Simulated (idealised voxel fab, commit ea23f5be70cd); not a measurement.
process module | voxel quadruple lines
cross-section cut | 160 nm wide | cells 5 nm
A cross-section is a grid of square cells, given in bands from the top down. A band is one or more rows of cells.
Each band's line starts with the height of the band's top and of its bottom, in nm. Then come its materials from left to right, each with its width in nm. One material with "throughout" fills the band from edge to edge. "air" is empty space.
Height 0 is the level under which the wafer as received is all one material. The lowest band goes on downwards, as in "0 down".
A width such as "30 to 40" changes by the same amount from each row of cells to the next, from the band's top row to its bottom row.
"no change" after a step means that no cell of the cross-section changed.
closed voids: empty space of 8 cells or more with no open way to the top, each as width x height at its distance from the left edge, in nm
after a step's settings: what the simulator itself notes on the step
overlay nm, on a step with a mask: how far to the right of its planned place the mask lay; to the left if negative
plan
1 op RECEIVE | material Si
2 op CONFORMAL_DEP | material Al2O3 | thk nm 5
3 op DIRECTIONAL_DEP | material W | thk nm 10
4 op DIRECTIONAL_DEP | material polySi | thk nm 20
5 op DIRECTIONAL_DEP | material aC | thk nm 20
6 op PATTERN | tone cover | mask id MANDREL | material resist | width nm 20 | pitch nm 60 | thk nm 25 | overlay nm 0
7 op DIRECTIONAL_ETCH | etch materials aC | depth nm 20
8 op STRIP | etch materials resist
9 op CONFORMAL_DEP | material SiO2 | thk nm 10
10 op DIRECTIONAL_ETCH | etch materials SiO2 | depth nm 10
11 op STRIP | etch materials aC
12 op DIRECTIONAL_ETCH | etch materials polySi | depth nm 20
13 op STRIP | etch materials SiO2
14 op CONFORMAL_DEP | material SiN | thk nm 5
15 op DIRECTIONAL_ETCH | etch materials SiN | depth nm 5
16 op STRIP | etch materials polySi
17 op DIRECTIONAL_ETCH | etch materials W | depth nm 10
18 op STRIP | etch materials SiN
first wafer, as planned
as received, after step 1
  0 down: Si throughout
  closed voids: none
after step 2
  5 to 0: Al2O3 throughout
  below 0: unchanged
after step 3
  15 to 5: W throughout
  below 5: unchanged
after step 4
  35 to 15: polySi throughout
  below 15: unchanged
after step 5
  55 to 35: aC throughout
  below 35: unchanged
after step 6
  80 to 55: air 40 | resist 20 | air 40 | resist 20 | air 40
  below 55: unchanged
after step 7
  60 to 55: air 40 | resist 20 | air 40 | resist 20 | air 40
  55 to 35: air 40 | aC 20 | air 40 | aC 20 | air 40
  below 35: unchanged
after step 8
  55 to 35: air 40 | aC 20 | air 40 | aC 20 | air 40
  below 35: unchanged
after step 9
  65 to 55: air 30 | SiO2 40 | air 20 | SiO2 40 | air 30
  55 to 45: air 30 | SiO2 10 | aC 20 | SiO2 10 | air 20 | SiO2 10 | aC 20 | SiO2 10 | air 30
  45 to 35: SiO2 40 | aC 20 | SiO2 40 | aC 20 | SiO2 40
  below 35: unchanged
after step 10
  55 to 35: air 30 | SiO2 10 | aC 20 | SiO2 10 | air 20 | SiO2 10 | aC 20 | SiO2 10 | air 30
  below 35: unchanged
after step 11
  55 to 35: air 30 | SiO2 10 | air 20 | SiO2 10 | air 20 | SiO2 10 | air 20 | SiO2 10 | air 30
  below 35: unchanged
after step 12
  55 to 35: air 30 | SiO2 10 | air 20 | SiO2 10 | air 20 | SiO2 10 | air 20 | SiO2 10 | air 30
  35 to 15: air 30 | polySi 10 | air 20 | polySi 10 | air 20 | polySi 10 | air 20 | polySi 10 | air 30
  below 15: unchanged
after step 13
  35 to 15: air 30 | polySi 10 | air 20 | polySi 10 | air 20 | polySi 10 | air 20 | polySi 10 | air 30
  below 15: unchanged
after step 14
  40 to 35: air 25 | SiN 20 | air 10 | SiN 20 | air 10 | SiN 20 | air 10 | SiN 20 | air 25
  35 to 20: air 25 | SiN 5 | polySi 10 | SiN 5 | air 10 | SiN 5 | polySi 10 | SiN 5 | air 10 | SiN 5 | polySi 10 | SiN 5 | air 10 | SiN 5 | polySi 10 | SiN 5 | air 25
  20 to 15: SiN 30 | polySi 10 | SiN 20 | polySi 10 | SiN 20 | polySi 10 | SiN 20 | polySi 10 | SiN 30
  below 15: unchanged
after step 15
  35 to 15: air 25 | SiN 5 | polySi 10 | SiN 5 | air 10 | SiN 5 | polySi 10 | SiN 5 | air 10 | SiN 5 | polySi 10 | SiN 5 | air 10 | SiN 5 | polySi 10 | SiN 5 | air 25
  below 15: unchanged
after step 16
  35 to 15: air 25 | SiN 5 | air 10 | SiN 5 | air 10 | SiN 5 | air 10 | SiN 5 | air 10 | SiN 5 | air 10 | SiN 5 | air 10 | SiN 5 | air 10 | SiN 5 | air 25
  below 15: unchanged
after step 17
  35 to 15: air 25 | SiN 5 | air 10 | SiN 5 | air 10 | SiN 5 | air 10 | SiN 5 | air 10 | SiN 5 | air 10 | SiN 5 | air 10 | SiN 5 | air 10 | SiN 5 | air 25
  15 to 5: air 25 | W 5 | air 10 | W 5 | air 10 | W 5 | air 10 | W 5 | air 10 | W 5 | air 10 | W 5 | air 10 | W 5 | air 10 | W 5 | air 25
  below 5: unchanged
after step 18
  15 to 5: air 25 | W 5 | air 10 | W 5 | air 10 | W 5 | air 10 | W 5 | air 10 | W 5 | air 10 | W 5 | air 10 | W 5 | air 10 | W 5 | air 25
  below 5: unchanged
second wafer: like start, like plan, one mistake. Through step 1 it matches the first wafer
when step 2 should have ended: no change
when step 3 should have ended
  10 to 0: W throughout
  below 0: unchanged
when step 4 should have ended
  30 to 10: polySi throughout
  below 10: unchanged
when step 5 should have ended
  50 to 30: aC throughout
  below 30: unchanged
when step 6 should have ended
  75 to 50: air 40 | resist 20 | air 40 | resist 20 | air 40
  below 50: unchanged
when step 7 should have ended
  55 to 50: air 40 | resist 20 | air 40 | resist 20 | air 40
  50 to 30: air 40 | aC 20 | air 40 | aC 20 | air 40
  below 30: unchanged
when step 8 should have ended
  50 to 30: air 40 | aC 20 | air 40 | aC 20 | air 40
  below 30: unchanged
when step 9 should have ended
  60 to 50: air 30 | SiO2 40 | air 20 | SiO2 40 | air 30
  50 to 40: air 30 | SiO2 10 | aC 20 | SiO2 10 | air 20 | SiO2 10 | aC 20 | SiO2 10 | air 30
  40 to 30: SiO2 40 | aC 20 | SiO2 40 | aC 20 | SiO2 40
  below 30: unchanged
when step 10 should have ended
  50 to 30: air 30 | SiO2 10 | aC 20 | SiO2 10 | air 20 | SiO2 10 | aC 20 | SiO2 10 | air 30
  below 30: unchanged
when step 11 should have ended
  50 to 30: air 30 | SiO2 10 | air 20 | SiO2 10 | air 20 | SiO2 10 | air 20 | SiO2 10 | air 30
  below 30: unchanged
when step 12 should have ended
  50 to 30: air 30 | SiO2 10 | air 20 | SiO2 10 | air 20 | SiO2 10 | air 20 | SiO2 10 | air 30
  30 to 10: air 30 | polySi 10 | air 20 | polySi 10 | air 20 | polySi 10 | air 20 | polySi 10 | air 30
  below 10: unchanged
when step 13 should have ended
  30 to 10: air 30 | polySi 10 | air 20 | polySi 10 | air 20 | polySi 10 | air 20 | polySi 10 | air 30
  below 10: unchanged
when step 14 should have ended
  35 to 30: air 25 | SiN 20 | air 10 | SiN 20 | air 10 | SiN 20 | air 10 | SiN 20 | air 25
  30 to 15: air 25 | SiN 5 | polySi 10 | SiN 5 | air 10 | SiN 5 | polySi 10 | SiN 5 | air 10 | SiN 5 | polySi 10 | SiN 5 | air 10 | SiN 5 | polySi 10 | SiN 5 | air 25
  15 to 10: SiN 30 | polySi 10 | SiN 20 | polySi 10 | SiN 20 | polySi 10 | SiN 20 | polySi 10 | SiN 30
  below 10: unchanged
when step 15 should have ended
  30 to 10: air 25 | SiN 5 | polySi 10 | SiN 5 | air 10 | SiN 5 | polySi 10 | SiN 5 | air 10 | SiN 5 | polySi 10 | SiN 5 | air 10 | SiN 5 | polySi 10 | SiN 5 | air 25
  below 10: unchanged
when step 16 should have ended
  30 to 10: air 25 | SiN 5 | air 10 | SiN 5 | air 10 | SiN 5 | air 10 | SiN 5 | air 10 | SiN 5 | air 10 | SiN 5 | air 10 | SiN 5 | air 10 | SiN 5 | air 25
  below 10: unchanged
when step 17 should have ended
  30 to 10: air 25 | SiN 5 | air 10 | SiN 5 | air 10 | SiN 5 | air 10 | SiN 5 | air 10 | SiN 5 | air 10 | SiN 5 | air 10 | SiN 5 | air 10 | SiN 5 | air 25
  10 to 0: air 25 | W 5 | air 10 | W 5 | air 10 | W 5 | air 10 | W 5 | air 10 | W 5 | air 10 | W 5 | air 10 | W 5 | air 10 | W 5 | air 25
  below 0: unchanged
when step 18 should have ended
  10 to 0: air 25 | W 5 | air 10 | W 5 | air 10 | W 5 | air 10 | W 5 | air 10 | W 5 | air 10 | W 5 | air 10 | W 5 | air 10 | W 5 | air 25
  below 0: unchanged
what went wrong: step 2 was left out
at the end the second wafer has, in cells: 32 fewer of Al2O3
